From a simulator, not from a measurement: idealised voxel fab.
process module | voxel released beams
cross-section cut | 225 nm wide | cells 5 nm
A cross-section is a grid of square cells, given in bands from the top down. A band is one or more rows of cells.
Each band's line starts with the height of the band's top and of its bottom, in nm. Then come its materials from left to right, each with its width in nm. One material with "throughout" fills the band from edge to edge. "air" is empty space.
Height 0 is the level under which the wafer as received is all one material. The lowest band goes on downwards, as in "0 down".
A width such as "30 to 40" changes by the same amount from each row of cells to the next, from the band's top row to its bottom row.
"no change" after a step means that no cell of the cross-section changed.
closed voids: empty space of 8 cells or more with no open way to the top, each as width x height at its distance from the left edge, in nm
after a step's settings: what the simulator itself notes on the step
overlay nm, on a step with a mask: how far to the right of its planned place the mask lay; to the left if negative
plan
1 op RECEIVE | material Si
2 op CONFORMAL_DEP | material SiN | thk nm 5
3 op DIRECTIONAL_DEP | material SiO2 | thk nm 10
4 op DIRECTIONAL_DEP | material aC | thk nm 15
5 op PATTERN | tone open | mask id ANCHOR | material resist | width nm 45 | thk nm 35 | overlay nm 0
6 op DIRECTIONAL_ETCH | etch materials aC | depth nm 15
7 op STRIP | etch materials resist
8 op DIRECTIONAL_ETCH | etch materials SiO2 | depth nm 10
9 op STRIP | etch materials aC
10 op CONFORMAL_DEP | material TiN | thk nm 15
11 op PATTERN | tone cover | mask id BEAM | material resist | width nm 90 | thk nm 20 | overlay nm 0
12 op DIRECTIONAL_ETCH | etch materials TiN | depth nm 15
13 op STRIP | etch materials resist
14 op STRIP | etch materials SiO2
first wafer, as planned
as received, after step 1
  0 down: Si throughout
  closed voids: none
after step 2
  5 to 0: SiN throughout
  below 0: unchanged
after step 3
  15 to 5: SiO2 throughout
  below 5: unchanged
after step 4
  30 to 15: aC throughout
  below 15: unchanged
after step 5
  65 to 30: resist 70 | air 45 | resist 110
  below 30: unchanged
after step 6
  50 to 30: resist 70 | air 45 | resist 110
  30 to 15: aC 70 | air 45 | aC 110
  below 15: unchanged
after step 7
  30 to 15: aC 70 | air 45 | aC 110
  below 15: unchanged
after step 8
  30 to 15: aC 70 | air 45 | aC 110
  15 to 5: SiO2 70 | air 45 | SiO2 110
  below 5: unchanged
after step 9
  15 to 5: SiO2 70 | air 45 | SiO2 110
  below 5: unchanged
after step 10
  30 to 20: TiN 85 | air 15 | TiN 125
  20 to 15: TiN throughout
  15 to 5: SiO2 70 | TiN 45 | SiO2 110
  below 5: unchanged
after step 11
  50 to 30: air 65 | resist 90 | air 70
  30 to 20: TiN 85 | resist 15 | TiN 125
  below 20: unchanged
after step 12
  50 to 30: air 65 | resist 90 | air 70
  30 to 20: air 65 | TiN 20 | resist 15 | TiN 55 | air 70
  20 to 15: air 65 | TiN 90 | air 70
  below 15: unchanged
after step 13
  30 to 20: air 65 | TiN 20 | air 15 | TiN 55 | air 70
  below 20: unchanged
after step 14
  30 to 20: air 65 | TiN 20 | air 15 | TiN 55 | air 70
  20 to 15: air 65 | TiN 90 | air 70
  15 to 5: air 70 | TiN 45 | air 110
  below 5: unchanged
second wafer: like start, like plan, one mistake. Through step 10 it matches the first wafer
when step 11 should have ended
  50 to 30: air 65 | resist 95 | air 65
  30 to 20: TiN 85 | resist 15 | TiN 125
  below 20: unchanged
when step 12 should have ended
  50 to 30: air 65 | resist 95 | air 65
  30 to 20: air 65 | TiN 20 | resist 15 | TiN 60 | air 65
  20 to 15: air 65 | TiN 95 | air 65
  below 15: unchanged
when step 13 should have ended
  30 to 20: air 65 | TiN 20 | air 15 | TiN 60 | air 65
  below 20: unchanged
when step 14 should have ended
  30 to 20: air 65 | TiN 20 | air 15 | TiN 60 | air 65
  20 to 15: air 65 | TiN 95 | air 65
  15 to 5: air 70 | TiN 45 | air 110
  below 5: unchanged
what went wrong: step 11 ran as: op PATTERN | tone cover | mask id BEAM | material resist | width nm 95 | thk nm 20 | overlay nm 0
at the end the second wafer has, in cells: 3 more of TiN
